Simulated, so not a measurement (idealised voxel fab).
process module | voxel self aligned contacts
cross-section cut | 300 nm wide | cells 5 nm
A cross-section is a grid of square cells, given in bands from the top down. A band is one or more rows of cells.
Each band's line starts with the height of the band's top and of its bottom, in nm. Then come its materials from left to right, each with its width in nm. One material with "throughout" fills the band from edge to edge. "air" is empty space.
Height 0 is the level under which the wafer as received is all one material. The lowest band goes on downwards, as in "0 down".
A width such as "30 to 40" changes by the same amount from each row of cells to the next, from the band's top row to its bottom row.
"no change" after a step means that no cell of the cross-section changed.
closed voids: empty space of 8 cells or more with no open way to the top, each as width x height at its distance from the left edge, in nm
after a step's settings: what the simulator itself notes on the step
overlay nm, on a step with a mask: how far to the right of its planned place the mask lay; to the left if negative
plan
1 op RECEIVE | material Si
2 op OXIDIZE | depth nm 5
3 op DIRECTIONAL_DEP | material polySi | thk nm 30
4 op DIRECTIONAL_DEP | material SiN | thk nm 20
5 op PATTERN | tone cover | mask id GATE | material resist | width nm 25 | pitch nm 60 | thk nm 20 | overlay nm 0
6 op DIRECTIONAL_ETCH | etch materials SiN | depth nm 20
7 op DIRECTIONAL_ETCH | etch materials polySi | depth nm 30
8 op STRIP | etch materials resist
9 op CONFORMAL_DEP | material SiN | thk nm 10
10 op DIRECTIONAL_ETCH | etch materials SiN | depth nm 10
11 op FILL_DEP | material SiO2 | thk nm 15
12 op CMP | height nm 55
13 op DIRECTIONAL_DEP | material aC | thk nm 15
14 op PATTERN | tone open | mask id CONTACT | material resist | width nm 45 | pitch nm 60 | thk nm 30 | overlay nm 0
15 op DIRECTIONAL_ETCH | etch materials aC | depth nm 15
16 op STRIP | etch materials resist
17 op DIRECTIONAL_ETCH | etch materials SiO2 | depth nm 60
18 op STRIP | etch materials aC
19 op CONFORMAL_DEP | material TiN | thk nm 5
20 op FILL_DEP | material W | thk nm 5
21 op CMP | height nm 55
22 op CONFORMAL_DEP | material SiCN | thk nm 5
first wafer, as planned
as received, after step 1
  0 down: Si throughout
  closed voids: none
after step 2
  0 to -5: SiO2 throughout
  below -5: unchanged
after step 3
  30 to 0: polySi throughout
  below 0: unchanged
after step 4
  50 to 30: SiN throughout
  below 30: unchanged
after step 5
  70 to 50: air 75 | resist 25 | air 35 | resist 25 | air 35 | resist 25 | air 80
  below 50: unchanged
after step 6
  70 to 50: air 75 | resist 25 | air 35 | resist 25 | air 35 | resist 25 | air 80
  50 to 30: air 75 | SiN 25 | air 35 | SiN 25 | air 35 | SiN 25 | air 80
  below 30: unchanged
after step 7
  70 to 50: air 75 | resist 25 | air 35 | resist 25 | air 35 | resist 25 | air 80
  50 to 30: air 75 | SiN 25 | air 35 | SiN 25 | air 35 | SiN 25 | air 80
  30 to 0: air 75 | polySi 25 | air 35 | polySi 25 | air 35 | polySi 25 | air 80
  below 0: unchanged
after step 8
  50 to 30: air 75 | SiN 25 | air 35 | SiN 25 | air 35 | SiN 25 | air 80
  below 30: unchanged
after step 9
  60 to 30: air 65 | SiN 45 | air 15 | SiN 45 | air 15 | SiN 45 | air 70
  30 to 10: air 65 | SiN 10 | polySi 25 | SiN 10 | air 15 | SiN 10 | polySi 25 | SiN 10 | air 15 | SiN 10 | polySi 25 | SiN 10 | air 70
  10 to 0: SiN 75 | polySi 25 | SiN 35 | polySi 25 | SiN 35 | polySi 25 | SiN 80
  below 0: unchanged
after step 10
  50 to 30: air 65 | SiN 45 | air 15 | SiN 45 | air 15 | SiN 45 | air 70
  30 to 0: air 65 | SiN 10 | polySi 25 | SiN 10 | air 15 | SiN 10 | polySi 25 | SiN 10 | air 15 | SiN 10 | polySi 25 | SiN 10 | air 70
  below 0: unchanged
after step 11
  65 to 50: SiO2 throughout
  50 to 30: SiO2 65 | SiN 45 | SiO2 15 | SiN 45 | SiO2 15 | SiN 45 | SiO2 70
  30 to 0: SiO2 65 | SiN 10 | polySi 25 | SiN 10 | SiO2 15 | SiN 10 | polySi 25 | SiN 10 | SiO2 15 | SiN 10 | polySi 25 | SiN 10 | SiO2 70
  below 0: unchanged
after step 12
  55 to 50: SiO2 throughout
  below 50: unchanged
after step 13
  70 to 55: aC throughout
  below 55: unchanged
after step 14
  100 to 70: resist 95 | air 45 | resist 15 | air 45 | resist 100
  below 70: unchanged
after step 15
  85 to 70: resist 95 | air 45 | resist 15 | air 45 | resist 100
  70 to 55: aC 95 | air 45 | aC 15 | air 45 | aC 100
  below 55: unchanged
after step 16
  70 to 55: aC 95 | air 45 | aC 15 | air 45 | aC 100
  below 55: unchanged
after step 17
  70 to 55: aC 95 | air 45 | aC 15 | air 45 | aC 100
  55 to 50: SiO2 95 | air 45 | SiO2 15 | air 45 | SiO2 100
  50 to 30: SiO2 65 | SiN 45 | air 15 | SiN 45 | air 15 | SiN 45 | SiO2 70
  30 to 0: SiO2 65 | SiN 10 | polySi 25 | SiN 10 | air 15 | SiN 10 | polySi 25 | SiN 10 | air 15 | SiN 10 | polySi 25 | SiN 10 | SiO2 70
  0 to -5: SiO2 110 | air 15 | SiO2 45 | air 15 | SiO2 115
  below -5: unchanged
after step 18
  55 to 50: SiO2 95 | air 45 | SiO2 15 | air 45 | SiO2 100
  below 50: unchanged
after step 19
  60 to 55: TiN 100 | air 35 | TiN 25 | air 35 | TiN 105
  55 to 50: SiO2 95 | TiN 20 | air 5 | TiN 20 | SiO2 15 | TiN 20 | air 5 | TiN 20 | SiO2 100
  50 to 30: SiO2 65 | SiN 45 | TiN 5 | air 5 | TiN 5 | SiN 45 | TiN 5 | air 5 | TiN 5 | SiN 45 | SiO2 70
  30 to 0: SiO2 65 | SiN 10 | polySi 25 | SiN 10 | TiN 5 | air 5 | TiN 5 | SiN 10 | polySi 25 | SiN 10 | TiN 5 | air 5 | TiN 5 | SiN 10 | polySi 25 | SiN 10 | SiO2 70
  0 to -5: SiO2 110 | TiN 15 | SiO2 45 | TiN 15 | SiO2 115
  below -5: unchanged
after step 20
  65 to 60: W throughout
  60 to 55: TiN 100 | W 35 | TiN 25 | W 35 | TiN 105
  55 to 50: SiO2 95 | TiN 20 | W 5 | TiN 20 | SiO2 15 | TiN 20 | W 5 | TiN 20 | SiO2 100
  50 to 30: SiO2 65 | SiN 45 | TiN 5 | W 5 | TiN 5 | SiN 45 | TiN 5 | W 5 | TiN 5 | SiN 45 | SiO2 70
  30 to 0: SiO2 65 | SiN 10 | polySi 25 | SiN 10 | TiN 5 | W 5 | TiN 5 | SiN 10 | polySi 25 | SiN 10 | TiN 5 | W 5 | TiN 5 | SiN 10 | polySi 25 | SiN 10 | SiO2 70
  below 0: unchanged
after step 21
  55 to 50: SiO2 95 | TiN 20 | W 5 | TiN 20 | SiO2 15 | TiN 20 | W 5 | TiN 20 | SiO2 100
  below 50: unchanged
after step 22
  60 to 55: SiCN throughout
  below 55: unchanged
second wafer: like start, like plan, one mistake. Through step 2 it matches the first wafer
when step 3 should have ended
  60 to 0: polySi throughout
  below 0: unchanged
when step 4 should have ended
  80 to 60: SiN throughout
  below 60: unchanged
when step 5 should have ended
  100 to 80: air 75 | resist 25 | air 35 | resist 25 | air 35 | resist 25 | air 80
  below 80: unchanged
when step 6 should have ended
  100 to 80: air 75 | resist 25 | air 35 | resist 25 | air 35 | resist 25 | air 80
  80 to 60: air 75 | SiN 25 | air 35 | SiN 25 | air 35 | SiN 25 | air 80
  below 60: unchanged
when step 7 should have ended
  100 to 80: air 75 | resist 25 | air 35 | resist 25 | air 35 | resist 25 | air 80
  80 to 60: air 75 | SiN 25 | air 35 | SiN 25 | air 35 | SiN 25 | air 80
  60 to 30: air 75 | polySi 25 | air 35 | polySi 25 | air 35 | polySi 25 | air 80
  below 30: unchanged
when step 8 should have ended
  80 to 60: air 75 | SiN 25 | air 35 | SiN 25 | air 35 | SiN 25 | air 80
  below 60: unchanged
when step 9 should have ended
  90 to 60: air 65 | SiN 45 | air 15 | SiN 45 | air 15 | SiN 45 | air 70
  60 to 40: air 65 | SiN 10 | polySi 25 | SiN 10 | air 15 | SiN 10 | polySi 25 | SiN 10 | air 15 | SiN 10 | polySi 25 | SiN 10 | air 70
  40 to 30: SiN 75 | polySi 25 | SiN 35 | polySi 25 | SiN 35 | polySi 25 | SiN 80
  below 30: unchanged
when step 10 should have ended
  80 to 60: air 65 | SiN 45 | air 15 | SiN 45 | air 15 | SiN 45 | air 70
  60 to 30: air 65 | SiN 10 | polySi 25 | SiN 10 | air 15 | SiN 10 | polySi 25 | SiN 10 | air 15 | SiN 10 | polySi 25 | SiN 10 | air 70
  below 30: unchanged
when step 11 should have ended
  95 to 80: SiO2 throughout
  80 to 60: SiO2 65 | SiN 45 | SiO2 15 | SiN 45 | SiO2 15 | SiN 45 | SiO2 70
  60 to 30: SiO2 65 | SiN 10 | polySi 25 | SiN 10 | SiO2 15 | SiN 10 | polySi 25 | SiN 10 | SiO2 15 | SiN 10 | polySi 25 | SiN 10 | SiO2 70
  below 30: unchanged
when step 12 should have ended
  55 to 30: SiO2 65 | SiN 10 | polySi 25 | SiN 10 | SiO2 15 | SiN 10 | polySi 25 | SiN 10 | SiO2 15 | SiN 10 | polySi 25 | SiN 10 | SiO2 70
  below 30: unchanged
when step 13 should have ended
  70 to 55: aC throughout
  below 55: unchanged
when step 14 should have ended
  100 to 70: resist 95 | air 45 | resist 15 | air 45 | resist 100
  below 70: unchanged
when step 15 should have ended
  85 to 70: resist 95 | air 45 | resist 15 | air 45 | resist 100
  70 to 55: aC 95 | air 45 | aC 15 | air 45 | aC 100
  below 55: unchanged
when step 16 should have ended
  70 to 55: aC 95 | air 45 | aC 15 | air 45 | aC 100
  below 55: unchanged
when step 17 should have ended
  70 to 55: aC 95 | air 45 | aC 15 | air 45 | aC 100
  55 to 30: SiO2 65 | SiN 10 | polySi 25 | SiN 10 | air 15 | SiN 10 | polySi 25 | SiN 10 | air 15 | SiN 10 | polySi 25 | SiN 10 | SiO2 70
  below 30: unchanged
when step 18 should have ended
  55 to 30: SiO2 65 | SiN 10 | polySi 25 | SiN 10 | air 15 | SiN 10 | polySi 25 | SiN 10 | air 15 | SiN 10 | polySi 25 | SiN 10 | SiO2 70
  below 30: unchanged
when step 19 should have ended
  60 to 55: TiN 115 | air 5 | TiN 55 | air 5 | TiN 120
  55 to 35: SiO2 65 | SiN 10 | polySi 25 | SiN 10 | TiN 5 | air 5 | TiN 5 | SiN 10 | polySi 25 | SiN 10 | TiN 5 | air 5 | TiN 5 | SiN 10 | polySi 25 | SiN 10 | SiO2 70
  35 to 30: SiO2 65 | SiN 10 | polySi 25 | SiN 10 | TiN 15 | SiN 10 | polySi 25 | SiN 10 | TiN 15 | SiN 10 | polySi 25 | SiN 10 | SiO2 70
  below 30: unchanged
when step 20 should have ended
  65 to 60: W throughout
  60 to 55: TiN 115 | W 5 | TiN 55 | W 5 | TiN 120
  55 to 35: SiO2 65 | SiN 10 | polySi 25 | SiN 10 | TiN 5 | W 5 | TiN 5 | SiN 10 | polySi 25 | SiN 10 | TiN 5 | W 5 | TiN 5 | SiN 10 | polySi 25 | SiN 10 | SiO2 70
  below 35: unchanged
when step 21 should have ended
  55 to 35: SiO2 65 | SiN 10 | polySi 25 | SiN 10 | TiN 5 | W 5 | TiN 5 | SiN 10 | polySi 25 | SiN 10 | TiN 5 | W 5 | TiN 5 | SiN 10 | polySi 25 | SiN 10 | SiO2 70
  below 35: unchanged
when step 22 should have ended
  60 to 55: SiCN throughout
  below 55: unchanged
what went wrong: step 3 was run twice
at the end the second wafer has, in cells: 120 fewer of SiN | 171 fewer of SiO2 | 40 fewer of TiN | 14 fewer of W | 345 more of polySi
